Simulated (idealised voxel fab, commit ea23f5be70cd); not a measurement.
A process module follows: voxel transistor to metal.
Section cut is 180 nm wide and gridded with 5 nm square cells.
In this document a cross-section is written as a grid of square cells. It is given as a series of bands, listed from the top down, and a band is one or more rows of cells.
Band: top and bottom heights (nm) first, top before bottom; then materials from left to right, widths in nm. "edge to edge" marks a sole material filling the band edge to edge. "blank" denotes empty space.
Height reference: 0 = level under which incoming wafer is all one material. Lowest band: no bottom, runs on downward, e.g. "0 -> down".
The notation "30 to 40" denotes a width that varies across the rows of cells in the band, beginning at the first number in the top row, finishing at the second number in the bottom row, and changing by an identical amount from each row to the next.
"nothing was modified", as given for a step, is the statement that not any cell of the cross-section underwent a change during that step.
"Cavities, sealed" - sealed voids, min. 8 cells, no opening to top; format: width x height at distance (distance from left edge; nm throughout).
Note: text after step settings on the step line = simulator remark on that step.
overlay nm, on a step with a mask: how far to the right of its planned place the mask lay; to the left if negative
## Steps planned for the process
1. RECEIVE, material Si
2. CONFORMAL_DEP, material SiO2, thk nm 5
3. CONFORMAL_DEP, material SiN, thk nm 10
4. MASKED_ETCH, tone cover, mask id ACTIVE, width nm 95, etch materials SiN, depth nm 10, overlay nm 0
5. MASKED_ETCH, tone cover, mask id ACTIVE, width nm 95, etch materials SiO2, depth nm 5, overlay nm 0
6. MASKED_ETCH, tone cover, mask id ACTIVE, width nm 95, etch materials Si, depth nm 35, overlay nm 0
7. OXIDIZE, depth nm 5
8. FILL_DEP, material SiO2, thk nm 10
9. CMP, height nm 15
10. SELECTIVE_ETCH, etch materials SiO2, depth nm 10
11. STRIP, etch materials SiN
12. SELECTIVE_ETCH, etch materials SiO2, depth nm 5
13. OXIDIZE, depth nm 5
14. DIRECTIONAL_DEP, material polySi, thk nm 30
15. DIRECTIONAL_DEP, material SiCN, thk nm 15
16. PATTERN, tone cover, mask id GATE, material resist, width nm 25, thk nm 15, overlay nm 0
17. DIRECTIONAL_ETCH, etch materials SiCN, depth nm 25
18. DIRECTIONAL_ETCH, etch materials polySi, depth nm 40
19. STRIP, etch materials resist
20. CONFORMAL_DEP, material SiN, thk nm 5
21. DIRECTIONAL_ETCH, etch materials SiN, depth nm 5
22. DIRECTIONAL_ETCH, etch materials SiO2, depth nm 5
23. EPI, material SiGe, thk nm 5
24. FILL_DEP, material SiO2, thk nm 5
25. CMP, height nm 30
26. STRIP, etch materials polySi
27. SELECTIVE_ETCH, etch materials SiO2, depth nm 5
28. CONFORMAL_DEP, material HfO2, thk nm 5
29. CONFORMAL_DEP, material TiN, thk nm 5
30. FILL_DEP, material W, thk nm 10
31. CMP, height nm 25
32. DIRECTIONAL_DEP, material SiO2, thk nm 15
33. PATTERN, tone open, mask id CONTACT, material resist, width nm 15, pitch nm 70, thk nm 15, overlay nm 0
34. DIRECTIONAL_ETCH, etch materials SiO2, depth nm 40
35. STRIP, etch materials resist
36. CONFORMAL_DEP, material TiN, thk nm 5
37. FILL_DEP, material Ru, thk nm 10
38. CMP, height nm 40
39. CONFORMAL_DEP, material SiN, thk nm 5
40. DIRECTIONAL_DEP, material SiO2, thk nm 25
41. PATTERN, tone open, mask id METAL_1, material resist, width nm 15, pitch nm 70, thk nm 15, overlay nm 0
42. DIRECTIONAL_ETCH, etch materials SiO2, depth nm 25
43. DIRECTIONAL_ETCH, etch materials SiN, depth nm 5
44. STRIP, etch materials resist
45. CONFORMAL_DEP, material TiN, thk nm 5
46. FILL_DEP, material Cu, thk nm 10
47. CMP, height nm 70
48. CONFORMAL_DEP, material SiCN, thk nm 5
49. DIRECTIONAL_DEP, material SiO2, thk nm 30
50. DIRECTIONAL_DEP, material aC, thk nm 10
51. PATTERN, tone open, mask id METAL_2, material resist, width nm 15, pitch nm 70, thk nm 25, overlay nm 0
52. DIRECTIONAL_ETCH, etch materials aC, depth nm 10
53. STRIP, etch materials resist
54. DIRECTIONAL_ETCH, etch materials SiO2, depth nm 15
55. STRIP, etch materials aC
56. DIRECTIONAL_DEP, material aC, thk nm 15
57. PATTERN, tone open, mask id METAL_2_HOLES, material resist, width nm 15, pitch nm 70, thk nm 30, overlay nm 0
58. DIRECTIONAL_ETCH, etch materials aC, depth nm 15
59. STRIP, etch materials resist
60. DIRECTIONAL_ETCH, etch materials SiO2, depth nm 15
61. DIRECTIONAL_ETCH, etch materials SiCN, depth nm 5
62. STRIP, etch materials aC
63. CONFORMAL_DEP, material TiN, thk nm 5
64. FILL_DEP, material Cu, thk nm 10
65. CMP, height nm 105
66. CONFORMAL_DEP, material SiCN, thk nm 5
## First wafer, two in total, run as planned
## Wafer as received: cross-section following step 1
> 0 -> down: Si edge to edge
> Cavities, sealed: none
## The wafer in cross-section once step 2 is complete
> 5 -> 0: SiO2 edge to edge
> Whatever lies below 0 is exactly as it was before.
## The wafer in cross-section once step 3 is complete
> 15 -> 5: SiN edge to edge
> Whatever lies below 5 is exactly as it was before.
## The wafer in cross-section once step 4 is complete
> 15 -> 5: blank (40)  SiN (95)  blank (45)
> Whatever lies below 5 is exactly as it was before.
## The wafer in cross-section once step 5 is complete
> 15 -> 5: blank (40)  SiN (95)  blank (45)
> 5 -> 0: blank (40)  SiO2 (95)  blank (45)
> Whatever lies below 0 is exactly as it was before.
## The wafer in cross-section once step 6 is complete
> 15 -> 5: blank (40)  SiN (95)  blank (45)
> 5 -> 0: blank (40)  SiO2 (95)  blank (45)
> 0 -> -35: blank (40)  Si (95)  blank (45)
> Whatever lies below -35 is exactly as it was before.
## The wafer in cross-section once step 7 is complete
> 15 -> 5: blank (40)  SiN (95)  blank (45)
> 5 -> 0: blank (40)  SiO2 (95)  blank (45)
> 0 -> -35: blank (40)  SiO2 (5)  Si (85)  SiO2 (5)  blank (45)
> -35 -> -40: SiO2 (45)  Si (85)  SiO2 (50)
> Whatever lies below -40 is exactly as it was before.
## The wafer in cross-section once step 8 is complete
> 25 -> 15: SiO2 edge to edge
> 15 -> 5: SiO2 (40)  SiN (95)  SiO2 (45)
> 5 -> 0: SiO2 edge to edge
> 0 -> -40: SiO2 (45)  Si (85)  SiO2 (50)
> Whatever lies below -40 is exactly as it was before.
## The wafer in cross-section once step 9 is complete
> 15 -> 5: SiO2 (40)  SiN (95)  SiO2 (45)
> Whatever lies below 5 is exactly as it was before.
## The wafer in cross-section once step 10 is complete
> 15 -> 5: blank (40)  SiN (95)  blank (45)
> Whatever lies below 5 is exactly as it was before.
## The wafer in cross-section once step 11 is complete
> 5 -> 0: SiO2 edge to edge
> Whatever lies below 0 is exactly as it was before.
## The wafer in cross-section once step 12 is complete
> 0 -> -40: SiO2 (45)  Si (85)  SiO2 (50)
> Whatever lies below -40 is exactly as it was before.
## The wafer in cross-section once step 13 is complete
> 0 -> -5: SiO2 edge to edge
> Whatever lies below -5 is exactly as it was before.
## The wafer in cross-section once step 14 is complete
> 30 -> 0: polySi edge to edge
> Whatever lies below 0 is exactly as it was before.
## The wafer in cross-section once step 15 is complete
> 45 -> 30: SiCN edge to edge
> Whatever lies below 30 is exactly as it was before.
## The wafer in cross-section once step 16 is complete
> 60 -> 45: blank (75)  resist (25)  blank (80)
> Whatever lies below 45 is exactly as it was before.
## The wafer in cross-section once step 17 is complete
> 60 -> 45: blank (75)  resist (25)  blank (80)
> 45 -> 30: blank (75)  SiCN (25)  blank (80)
> Whatever lies below 30 is exactly as it was before.
## The wafer in cross-section once step 18 is complete
> 60 -> 45: blank (75)  resist (25)  blank (80)
> 45 -> 30: blank (75)  SiCN (25)  blank (80)
> 30 -> 0: blank (75)  polySi (25)  blank (80)
> Whatever lies below 0 is exactly as it was before.
## The wafer in cross-section once step 19 is complete
> 45 -> 30: blank (75)  SiCN (25)  blank (80)
> Whatever lies below 30 is exactly as it was before.
## The wafer in cross-section once step 20 is complete
> 50 -> 45: blank (70)  SiN (35)  blank (75)
> 45 -> 30: blank (70)  SiN (5)  SiCN (25)  SiN (5)  blank (75)
> 30 -> 5: blank (70)  SiN (5)  polySi (25)  SiN (5)  blank (75)
> 5 -> 0: SiN (75)  polySi (25)  SiN (80)
> Whatever lies below 0 is exactly as it was before.
## The wafer in cross-section once step 21 is complete
> 45 -> 30: blank (70)  SiN (5)  SiCN (25)  SiN (5)  blank (75)
> 30 -> 0: blank (70)  SiN (5)  polySi (25)  SiN (5)  blank (75)
> Whatever lies below 0 is exactly as it was before.
## The wafer in cross-section once step 22 is complete
> 45 -> 30: blank (70)  SiN (5)  SiCN (25)  SiN (5)  blank (75)
> 30 -> 0: blank (70)  SiN (5)  polySi (25)  SiN (5)  blank (75)
> 0 -> -5: blank (70)  SiO2 (35)  blank (75)
> Whatever lies below -5 is exactly as it was before.
## The wafer in cross-section once step 23 is complete
> 45 -> 30: blank (70)  SiN (5)  SiCN (25)  SiN (5)  blank (75)
> 30 -> 0: blank (70)  SiN (5)  polySi (25)  SiN (5)  blank (75)
> 0 -> -5: blank (40)  SiGe (30)  SiO2 (35)  SiGe (30)  blank (45)
> Whatever lies below -5 is exactly as it was before.
## The wafer in cross-section once step 24 is complete
> 50 -> 45: SiO2 edge to edge
> 45 -> 30: SiO2 (70)  SiN (5)  SiCN (25)  SiN (5)  SiO2 (75)
> 30 -> 0: SiO2 (70)  SiN (5)  polySi (25)  SiN (5)  SiO2 (75)
> 0 -> -5: SiO2 (40)  SiGe (30)  SiO2 (35)  SiGe (30)  SiO2 (45)
> Whatever lies below -5 is exactly as it was before.
## The wafer in cross-section once step 25 is complete
> 30 -> 0: SiO2 (70)  SiN (5)  polySi (25)  SiN (5)  SiO2 (75)
> Whatever lies below 0 is exactly as it was before.
## The wafer in cross-section once step 26 is complete
> 30 -> 0: SiO2 (70)  SiN (5)  blank (25)  SiN (5)  SiO2 (75)
> Whatever lies below 0 is exactly as it was before.
## The wafer in cross-section once step 27 is complete
> 30 -> 25: blank (70)  SiN (5)  blank (25)  SiN (5)  blank (75)
> 25 -> 0: SiO2 (70)  SiN (5)  blank (25)  SiN (5)  SiO2 (75)
> 0 -> -5: SiO2 (40)  SiGe (30)  blank (35)  SiGe (30)  SiO2 (45)
> Whatever lies below -5 is exactly as it was before.
## The wafer in cross-section once step 28 is complete
> 35 -> 30: blank (65)  HfO2 (15)  blank (15)  HfO2 (15)  blank (70)
> 30 -> 25: HfO2 (70)  SiN (5)  HfO2 (5)  blank (15)  HfO2 (5)  SiN (5)  HfO2 (75)
> 25 -> 0: SiO2 (70)  SiN (5)  HfO2 (5)  blank (15)  HfO2 (5)  SiN (5)  SiO2 (75)
> 0 -> -5: SiO2 (40)  SiGe (30)  HfO2 (35)  SiGe (30)  SiO2 (45)
> Whatever lies below -5 is exactly as it was before.
## The wafer in cross-section once step 29 is complete
> 40 -> 35: blank (60)  TiN (25)  blank (5)  TiN (25)  blank (65)
> 35 -> 30: TiN (65)  HfO2 (15)  TiN (5)  blank (5)  TiN (5)  HfO2 (15)  TiN (70)
> 30 -> 25: HfO2 (70)  SiN (5)  HfO2 (5)  TiN (5)  blank (5)  TiN (5)  HfO2 (5)  SiN (5)  HfO2 (75)
> 25 -> 5: SiO2 (70)  SiN (5)  HfO2 (5)  TiN (5)  blank (5)  TiN (5)  HfO2 (5)  SiN (5)  SiO2 (75)
> 5 -> 0: SiO2 (70)  SiN (5)  HfO2 (5)  TiN (15)  HfO2 (5)  SiN (5)  SiO2 (75)
> Whatever lies below 0 is exactly as it was before.
## The wafer in cross-section once step 30 is complete
> 50 -> 40: W edge to edge
> 40 -> 35: W (60)  TiN (25)  W (5)  TiN (25)  W (65)
> 35 -> 30: TiN (65)  HfO2 (15)  TiN (5)  W (5)  TiN (5)  HfO2 (15)  TiN (70)
> 30 -> 25: HfO2 (70)  SiN (5)  HfO2 (5)  TiN (5)  W (5)  TiN (5)  HfO2 (5)  SiN (5)  HfO2 (75)
> 25 -> 5: SiO2 (70)  SiN (5)  HfO2 (5)  TiN (5)  W (5)  TiN (5)  HfO2 (5)  SiN (5)  SiO2 (75)
> Whatever lies below 5 is exactly as it was before.
## The wafer in cross-section once step 31 is complete
> 25 -> 5: SiO2 (70)  SiN (5)  HfO2 (5)  TiN (5)  W (5)  TiN (5)  HfO2 (5)  SiN (5)  SiO2 (75)
> Whatever lies below 5 is exactly as it was before.
## The wafer in cross-section once step 32 is complete
> 40 -> 25: SiO2 edge to edge
> Whatever lies below 25 is exactly as it was before.
## The wafer in cross-section once step 33 is complete
> 55 -> 40: resist (45)  blank (15)  resist (55)  blank (15)  resist (50)
> Whatever lies below 40 is exactly as it was before.
## The wafer in cross-section once step 34 is complete
> 55 -> 40: resist (45)  blank (15)  resist (55)  blank (15)  resist (50)
> 40 -> 25: SiO2 (45)  blank (15)  SiO2 (55)  blank (15)  SiO2 (50)
> 25 -> 5: SiO2 (45)  blank (15)  SiO2 (10)  SiN (5)  HfO2 (5)  TiN (5)  W (5)  TiN (5)  HfO2 (5)  SiN (5)  SiO2 (10)  blank (15)  SiO2 (50)
> 5 -> 0: SiO2 (45)  blank (15)  SiO2 (10)  SiN (5)  HfO2 (5)  TiN (15)  HfO2 (5)  SiN (5)  SiO2 (10)  blank (15)  SiO2 (50)
> Whatever lies below 0 is exactly as it was before.
## The wafer in cross-section once step 35 is complete
> 40 -> 25: SiO2 (45)  blank (15)  SiO2 (55)  blank (15)  SiO2 (50)
> Whatever lies below 25 is exactly as it was before.
## The wafer in cross-section once step 36 is complete
> 45 -> 40: TiN (50)  blank (5)  TiN (65)  blank (5)  TiN (55)
> 40 -> 25: SiO2 (45)  TiN (5)  blank (5)  TiN (5)  SiO2 (55)  TiN (5)  blank (5)  TiN (5)  SiO2 (50)
> 25 -> 5: SiO2 (45)  TiN (5)  blank (5)  TiN (5)  SiO2 (10)  SiN (5)  HfO2 (5)  TiN (5)  W (5)  TiN (5)  HfO2 (5)  SiN (5)  SiO2 (10)  TiN (5)  blank (5)  TiN (5)  SiO2 (50)
> 5 -> 0: SiO2 (45)  TiN (15)  SiO2 (10)  SiN (5)  HfO2 (5)  TiN (15)  HfO2 (5)  SiN (5)  SiO2 (10)  TiN (15)  SiO2 (50)
> Whatever lies below 0 is exactly as it was before.
## The wafer in cross-section once step 37 is complete
> 55 -> 45: Ru edge to edge
> 45 -> 40: TiN (50)  Ru (5)  TiN (65)  Ru (5)  TiN (55)
> 40 -> 25: SiO2 (45)  TiN (5)  Ru (5)  TiN (5)  SiO2 (55)  TiN (5)  Ru (5)  TiN (5)  SiO2 (50)
> 25 -> 5: SiO2 (45)  TiN (5)  Ru (5)  TiN (5)  SiO2 (10)  SiN (5)  HfO2 (5)  TiN (5)  W (5)  TiN (5)  HfO2 (5)  SiN (5)  SiO2 (10)  TiN (5)  Ru (5)  TiN (5)  SiO2 (50)
> Whatever lies below 5 is exactly as it was before.
## The wafer in cross-section once step 38 is complete
> 40 -> 25: SiO2 (45)  TiN (5)  Ru (5)  TiN (5)  SiO2 (55)  TiN (5)  Ru (5)  TiN (5)  SiO2 (50)
> Whatever lies below 25 is exactly as it was before.
## The wafer in cross-section once step 39 is complete
> 45 -> 40: SiN edge to edge
> Whatever lies below 40 is exactly as it was before.
## The wafer in cross-section once step 40 is complete
> 70 -> 45: SiO2 edge to edge
> Whatever lies below 45 is exactly as it was before.
## The wafer in cross-section once step 41 is complete
> 85 -> 70: resist (45)  blank (15)  resist (55)  blank (15)  resist (50)
> Whatever lies below 70 is exactly as it was before.
## The wafer in cross-section once step 42 is complete
> 85 -> 70: resist (45)  blank (15)  resist (55)  blank (15)  resist (50)
> 70 -> 45: SiO2 (45)  blank (15)  SiO2 (55)  blank (15)  SiO2 (50)
> Whatever lies below 45 is exactly as it was before.
## The wafer in cross-section once step 43 is complete
> 85 -> 70: resist (45)  blank (15)  resist (55)  blank (15)  resist (50)
> 70 -> 45: SiO2 (45)  blank (15)  SiO2 (55)  blank (15)  SiO2 (50)
> 45 -> 40: SiN (45)  blank (15)  SiN (55)  blank (15)  SiN (50)
> Whatever lies below 40 is exactly as it was before.
## The wafer in cross-section once step 44 is complete
> 70 -> 45: SiO2 (45)  blank (15)  SiO2 (55)  blank (15)  SiO2 (50)
> Whatever lies below 45 is exactly as it was before.
## The wafer in cross-section once step 45 is complete
> 75 -> 70: TiN (50)  blank (5)  TiN (65)  blank (5)  TiN (55)
> 70 -> 45: SiO2 (45)  TiN (5)  blank (5)  TiN (5)  SiO2 (55)  TiN (5)  blank (5)  TiN (5)  SiO2 (50)
> 45 -> 40: SiN (45)  TiN (15)  SiN (55)  TiN (15)  SiN (50)
> Whatever lies below 40 is exactly as it was before.
## The wafer in cross-section once step 46 is complete
> 85 -> 75: Cu edge to edge
> 75 -> 70: TiN (50)  Cu (5)  TiN (65)  Cu (5)  TiN (55)
> 70 -> 45: SiO2 (45)  TiN (5)  Cu (5)  TiN (5)  SiO2 (55)  TiN (5)  Cu (5)  TiN (5)  SiO2 (50)
> Whatever lies below 45 is exactly as it was before.
## The wafer in cross-section once step 47 is complete
> 70 -> 45: SiO2 (45)  TiN (5)  Cu (5)  TiN (5)  SiO2 (55)  TiN (5)  Cu (5)  TiN (5)  SiO2 (50)
> Whatever lies below 45 is exactly as it was before.
## The wafer in cross-section once step 48 is complete
> 75 -> 70: SiCN edge to edge
> Whatever lies below 70 is exactly as it was before.
## The wafer in cross-section once step 49 is complete
> 105 -> 75: SiO2 edge to edge
> Whatever lies below 75 is exactly as it was before.
## The wafer in cross-section once step 50 is complete
> 115 -> 105: aC edge to edge
> Whatever lies below 105 is exactly as it was before.
## The wafer in cross-section once step 51 is complete
> 140 -> 115: resist (45)  blank (15)  resist (55)  blank (15)  resist (50)
> Whatever lies below 115 is exactly as it was before.
## The wafer in cross-section once step 52 is complete
> 130 -> 115: resist (45)  blank (15)  resist (55)  blank (15)  resist (50)
> 115 -> 105: aC (45)  blank (15)  aC (55)  blank (15)  aC (50)
> Whatever lies below 105 is exactly as it was before.
## The wafer in cross-section once step 53 is complete
> 115 -> 105: aC (45)  blank (15)  aC (55)  blank (15)  aC (50)
> Whatever lies below 105 is exactly as it was before.
## The wafer in cross-section once step 54 is complete
> 115 -> 105: aC (45)  blank (15)  aC (55)  blank (15)  aC (50)
> 105 -> 90: SiO2 (45)  blank (15)  SiO2 (55)  blank (15)  SiO2 (50)
> Whatever lies below 90 is exactly as it was before.
## The wafer in cross-section once step 55 is complete
> 105 -> 90: SiO2 (45)  blank (15)  SiO2 (55)  blank (15)  SiO2 (50)
> Whatever lies below 90 is exactly as it was before.
## The wafer in cross-section once step 56 is complete
> 120 -> 105: aC (45)  blank (15)  aC (55)  blank (15)  aC (50)
> 105 -> 90: SiO2 (45)  aC (15)  SiO2 (55)  aC (15)  SiO2 (50)
> Whatever lies below 90 is exactly as it was before.
## The wafer in cross-section once step 57 is complete
> 150 -> 120: resist (45)  blank (15)  resist (55)  blank (15)  resist (50)
> Whatever lies below 120 is exactly as it was before.
## The wafer in cross-section once step 58 is complete
> 135 -> 120: resist (45)  blank (15)  resist (55)  blank (15)  resist (50)
> 120 -> 105: aC (45)  blank (15)  aC (55)  blank (15)  aC (50)
> 105 -> 90: SiO2 (45)  blank (15)  SiO2 (55)  blank (15)  SiO2 (50)
> Whatever lies below 90 is exactly as it was before.
## The wafer in cross-section once step 59 is complete
> 120 -> 105: aC (45)  blank (15)  aC (55)  blank (15)  aC (50)
> Whatever lies below 105 is exactly as it was before.
## The wafer in cross-section once step 60 is complete
> 120 -> 105: aC (45)  blank (15)  aC (55)  blank (15)  aC (50)
> 105 -> 75: SiO2 (45)  blank (15)  SiO2 (55)  blank (15)  SiO2 (50)
> Whatever lies below 75 is exactly as it was before.
## The wafer in cross-section once step 61 is complete
> 120 -> 105: aC (45)  blank (15)  aC (55)  blank (15)  aC (50)
> 105 -> 75: SiO2 (45)  blank (15)  SiO2 (55)  blank (15)  SiO2 (50)
> 75 -> 70: SiCN (45)  blank (15)  SiCN (55)  blank (15)  SiCN (50)
> Whatever lies below 70 is exactly as it was before.
## The wafer in cross-section once step 62 is complete
> 105 -> 75: SiO2 (45)  blank (15)  SiO2 (55)  blank (15)  SiO2 (50)
> Whatever lies below 75 is exactly as it was before.
## The wafer in cross-section once step 63 is complete
> 110 -> 105: TiN (50)  blank (5)  TiN (65)  blank (5)  TiN (55)
> 105 -> 75: SiO2 (45)  TiN (5)  blank (5)  TiN (5)  SiO2 (55)  TiN (5)  blank (5)  TiN (5)  SiO2 (50)
> 75 -> 70: SiCN (45)  TiN (15)  SiCN (55)  TiN (15)  SiCN (50)
> Whatever lies below 70 is exactly as it was before.
## The wafer in cross-section once step 64 is complete
> 120 -> 110: Cu edge to edge
> 110 -> 105: TiN (50)  Cu (5)  TiN (65)  Cu (5)  TiN (55)
> 105 -> 75: SiO2 (45)  TiN (5)  Cu (5)  TiN (5)  SiO2 (55)  TiN (5)  Cu (5)  TiN (5)  SiO2 (50)
> Whatever lies below 75 is exactly as it was before.
## The wafer in cross-section once step 65 is complete
> 105 -> 75: SiO2 (45)  TiN (5)  Cu (5)  TiN (5)  SiO2 (55)  TiN (5)  Cu (5)  TiN (5)  SiO2 (50)
> Whatever lies below 75 is exactly as it was before.
## The wafer in cross-section once step 66 is complete
> 110 -> 105: SiCN edge to edge
> Whatever lies below 105 is exactly as it was before.
## The second wafer: identical to the first at the outset and in its planned sequence, differing only in that one mistake was made during processing; up to and including step 30, its path is the first wafer's path
Planned end of step 31: second wafer, cross-section: nothing was modified
## Planned end of step 32: second wafer, cross-section
> 65 -> 50: SiO2 edge to edge
> Whatever lies below 50 is exactly as it was before.
## Planned end of step 33: second wafer, cross-section
> 80 -> 65: resist (45)  blank (15)  resist (55)  blank (15)  resist (50)
> Whatever lies below 65 is exactly as it was before.
## Planned end of step 34: second wafer, cross-section
> 80 -> 65: resist (45)  blank (15)  resist (55)  blank (15)  resist (50)
> 65 -> 50: SiO2 (45)  blank (15)  SiO2 (55)  blank (15)  SiO2 (50)
> Whatever lies below 50 is exactly as it was before.
## Planned end of step 35: second wafer, cross-section
> 65 -> 50: SiO2 (45)  blank (15)  SiO2 (55)  blank (15)  SiO2 (50)
> Whatever lies below 50 is exactly as it was before.
## Planned end of step 36: second wafer, cross-section
> 70 -> 65: TiN (50)  blank (5)  TiN (65)  blank (5)  TiN (55)
> 65 -> 55: SiO2 (45)  TiN (5)  blank (5)  TiN (5)  SiO2 (55)  TiN (5)  blank (5)  TiN (5)  SiO2 (50)
> 55 -> 50: SiO2 (45)  TiN (15)  SiO2 (55)  TiN (15)  SiO2 (50)
> Whatever lies below 50 is exactly as it was before.
## Planned end of step 37: second wafer, cross-section
> 80 -> 70: Ru edge to edge
> 70 -> 65: TiN (50)  Ru (5)  TiN (65)  Ru (5)  TiN (55)
> 65 -> 55: SiO2 (45)  TiN (5)  Ru (5)  TiN (5)  SiO2 (55)  TiN (5)  Ru (5)  TiN (5)  SiO2 (50)
> Whatever lies below 55 is exactly as it was before.
## Planned end of step 38: second wafer, cross-section
> 40 -> 35: W (60)  TiN (25)  W (5)  TiN (25)  W (65)
> Whatever lies below 35 is exactly as it was before.
## Planned end of step 39: second wafer, cross-section
> 45 -> 40: SiN edge to edge
> Whatever lies below 40 is exactly as it was before.
## Planned end of step 40: second wafer, cross-section
> 70 -> 45: SiO2 edge to edge
> Whatever lies below 45 is exactly as it was before.
## Planned end of step 41: second wafer, cross-section
> 85 -> 70: resist (45)  blank (15)  resist (55)  blank (15)  resist (50)
> Whatever lies below 70 is exactly as it was before.
## Planned end of step 42: second wafer, cross-section
> 85 -> 70: resist (45)  blank (15)  resist (55)  blank (15)  resist (50)
> 70 -> 45: SiO2 (45)  blank (15)  SiO2 (55)  blank (15)  SiO2 (50)
> Whatever lies below 45 is exactly as it was before.
## Planned end of step 43: second wafer, cross-section
> 85 -> 70: resist (45)  blank (15)  resist (55)  blank (15)  resist (50)
> 70 -> 45: SiO2 (45)  blank (15)  SiO2 (55)  blank (15)  SiO2 (50)
> 45 -> 40: SiN (45)  blank (15)  SiN (55)  blank (15)  SiN (50)
> Whatever lies below 40 is exactly as it was before.
## Planned end of step 44: second wafer, cross-section
> 70 -> 45: SiO2 (45)  blank (15)  SiO2 (55)  blank (15)  SiO2 (50)
> Whatever lies below 45 is exactly as it was before.
## Planned end of step 45: second wafer, cross-section
> 75 -> 70: TiN (50)  blank (5)  TiN (65)  blank (5)  TiN (55)
> 70 -> 45: SiO2 (45)  TiN (5)  blank (5)  TiN (5)  SiO2 (55)  TiN (5)  blank (5)  TiN (5)  SiO2 (50)
> 45 -> 40: SiN (45)  TiN (15)  SiN (55)  TiN (15)  SiN (50)
> Whatever lies below 40 is exactly as it was before.
## Planned end of step 46: second wafer, cross-section
> 85 -> 75: Cu edge to edge
> 75 -> 70: TiN (50)  Cu (5)  TiN (65)  Cu (5)  TiN (55)
> 70 -> 45: SiO2 (45)  TiN (5)  Cu (5)  TiN (5)  SiO2 (55)  TiN (5)  Cu (5)  TiN (5)  SiO2 (50)
> Whatever lies below 45 is exactly as it was before.
## Planned end of step 47: second wafer, cross-section
> 70 -> 45: SiO2 (45)  TiN (5)  Cu (5)  TiN (5)  SiO2 (55)  TiN (5)  Cu (5)  TiN (5)  SiO2 (50)
> Whatever lies below 45 is exactly as it was before.
## Planned end of step 48: second wafer, cross-section
> 75 -> 70: SiCN edge to edge
> Whatever lies below 70 is exactly as it was before.
## Planned end of step 49: second wafer, cross-section
> 105 -> 75: SiO2 edge to edge
> Whatever lies below 75 is exactly as it was before.
## Planned end of step 50: second wafer, cross-section
> 115 -> 105: aC edge to edge
> Whatever lies below 105 is exactly as it was before.
## Planned end of step 51: second wafer, cross-section
> 140 -> 115: resist (45)  blank (15)  resist (55)  blank (15)  resist (50)
> Whatever lies below 115 is exactly as it was before.
## Planned end of step 52: second wafer, cross-section
> 130 -> 115: resist (45)  blank (15)  resist (55)  blank (15)  resist (50)
> 115 -> 105: aC (45)  blank (15)  aC (55)  blank (15)  aC (50)
> Whatever lies below 105 is exactly as it was before.
## Planned end of step 53: second wafer, cross-section
> 115 -> 105: aC (45)  blank (15)  aC (55)  blank (15)  aC (50)
> Whatever lies below 105 is exactly as it was before.
## Planned end of step 54: second wafer, cross-section
> 115 -> 105: aC (45)  blank (15)  aC (55)  blank (15)  aC (50)
> 105 -> 90: SiO2 (45)  blank (15)  SiO2 (55)  blank (15)  SiO2 (50)
> Whatever lies below 90 is exactly as it was before.
## Planned end of step 55: second wafer, cross-section
> 105 -> 90: SiO2 (45)  blank (15)  SiO2 (55)  blank (15)  SiO2 (50)
> Whatever lies below 90 is exactly as it was before.
## Planned end of step 56: second wafer, cross-section
> 120 -> 105: aC (45)  blank (15)  aC (55)  blank (15)  aC (50)
> 105 -> 90: SiO2 (45)  aC (15)  SiO2 (55)  aC (15)  SiO2 (50)
> Whatever lies below 90 is exactly as it was before.
## Planned end of step 57: second wafer, cross-section
> 150 -> 120: resist (45)  blank (15)  resist (55)  blank (15)  resist (50)
> Whatever lies below 120 is exactly as it was before.
## Planned end of step 58: second wafer, cross-section
> 135 -> 120: resist (45)  blank (15)  resist (55)  blank (15)  resist (50)
> 120 -> 105: aC (45)  blank (15)  aC (55)  blank (15)  aC (50)
> 105 -> 90: SiO2 (45)  blank (15)  SiO2 (55)  blank (15)  SiO2 (50)
> Whatever lies below 90 is exactly as it was before.
## Planned end of step 59: second wafer, cross-section
> 120 -> 105: aC (45)  blank (15)  aC (55)  blank (15)  aC (50)
> Whatever lies below 105 is exactly as it was before.
## Planned end of step 60: second wafer, cross-section
> 120 -> 105: aC (45)  blank (15)  aC (55)  blank (15)  aC (50)
> 105 -> 75: SiO2 (45)  blank (15)  SiO2 (55)  blank (15)  SiO2 (50)
> Whatever lies below 75 is exactly as it was before.
## Planned end of step 61: second wafer, cross-section
> 120 -> 105: aC (45)  blank (15)  aC (55)  blank (15)  aC (50)
> 105 -> 75: SiO2 (45)  blank (15)  SiO2 (55)  blank (15)  SiO2 (50)
> 75 -> 70: SiCN (45)  blank (15)  SiCN (55)  blank (15)  SiCN (50)
> Whatever lies below 70 is exactly as it was before.
## Planned end of step 62: second wafer, cross-section
> 105 -> 75: SiO2 (45)  blank (15)  SiO2 (55)  blank (15)  SiO2 (50)
> Whatever lies below 75 is exactly as it was before.
## Planned end of step 63: second wafer, cross-section
> 110 -> 105: TiN (50)  blank (5)  TiN (65)  blank (5)  TiN (55)
> 105 -> 75: SiO2 (45)  TiN (5)  blank (5)  TiN (5)  SiO2 (55)  TiN (5)  blank (5)  TiN (5)  SiO2 (50)
> 75 -> 70: SiCN (45)  TiN (15)  SiCN (55)  TiN (15)  SiCN (50)
> Whatever lies below 70 is exactly as it was before.
## Planned end of step 64: second wafer, cross-section
> 120 -> 110: Cu edge to edge
> 110 -> 105: TiN (50)  Cu (5)  TiN (65)  Cu (5)  TiN (55)
> 105 -> 75: SiO2 (45)  TiN (5)  Cu (5)  TiN (5)  SiO2 (55)  TiN (5)  Cu (5)  TiN (5)  SiO2 (50)
> Whatever lies below 75 is exactly as it was before.
## Planned end of step 65: second wafer, cross-section
> 105 -> 75: SiO2 (45)  TiN (5)  Cu (5)  TiN (5)  SiO2 (55)  TiN (5)  Cu (5)  TiN (5)  SiO2 (50)
> Whatever lies below 75 is exactly as it was before.
## Planned end of step 66: second wafer, cross-section
> 110 -> 105: SiCN edge to edge
> Whatever lies below 105 is exactly as it was before.
Which mistake was made when the wafer was run? step 31 of the plan: omitted, not performed
The closing comparison, in cells, has the second wafer with more or fewer of some materials than the first: 37 more of HfO2, 14 fewer of Ru, 2 more of SiN, 60 fewer of SiO2, 7 more of TiN, 28 more of W
